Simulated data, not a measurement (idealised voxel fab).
process module | voxel self aligned contacts
cross-section cut | 235 nm wide | cells 5 nm
A cross-section is a grid of square cells, given in bands from the top down. A band is one or more rows of cells.
Each band's line starts with the height of the band's top and of its bottom, in nm. Then come its materials from left to right, each with its width in nm. One material with "throughout" fills the band from edge to edge. "air" is empty space.
Height 0 is the level under which the wafer as received is all one material. The lowest band goes on downwards, as in "0 down".
A width such as "30 to 40" changes by the same amount from each row of cells to the next, from the band's top row to its bottom row.
"no change" after a step means that no cell of the cross-section changed.
closed voids: empty space of 8 cells or more with no open way to the top, each as width x height at its distance from the left edge, in nm
after a step's settings: what the simulator itself notes on the step
overlay nm, on a step with a mask: how far to the right of its planned place the mask lay; to the left if negative
plan
1 op RECEIVE | material Si
2 op OXIDIZE | depth nm 5
3 op DIRECTIONAL_DEP | material polySi | thk nm 25
4 op DIRECTIONAL_DEP | material SiN | thk nm 15
5 op PATTERN | tone cover | mask id GATE | material resist | width nm 25 | pitch nm 60 | thk nm 15 | overlay nm 0
6 op DIRECTIONAL_ETCH | etch materials SiN | depth nm 15
7 op DIRECTIONAL_ETCH | etch materials polySi | depth nm 25
8 op STRIP | etch materials resist
9 op CONFORMAL_DEP | material SiN | thk nm 5
10 op DIRECTIONAL_ETCH | etch materials SiN | depth nm 5
11 op FILL_DEP | material SiO2 | thk nm 15
12 op CMP | height nm 50
13 op MASKED_ETCH | tone open | mask id CONTACT | width nm 45 | etch materials SiO2 | depth nm 55 | overlay nm 0
14 op CONFORMAL_DEP | material TiN | thk nm 5
15 op FILL_DEP | material Ru | thk nm 10
16 op CMP | height nm 50
17 op CONFORMAL_DEP | material SiN | thk nm 5
as received, after step 1
  0 down: Si throughout
  closed voids: none
a wafer at the end: this start, this plan, one mistake
  60 to 55: SiN throughout
  55 to 50: TiN 100 | Ru 35 | TiN 100
  50 to 40: SiO2 95 | TiN 5 to 15 | Ru 35 to 15 | TiN 5 to 15 | SiO2 95
  40 to 25: SiO2 70 | SiN 35 | TiN 5 | Ru 15 | TiN 5 | SiN 35 | SiO2 70
  25 to 0: SiO2 70 | SiN 5 | polySi 25 | SiN 5 | TiN 5 | Ru 15 | TiN 5 | SiN 5 | polySi 25 | SiN 5 | SiO2 70
  0 to -5: SiO2 105 | TiN 25 | SiO2 105
  -5 down: Si throughout
  closed voids: none
what went wrong: step 16 ran as: op CMP | height nm 55
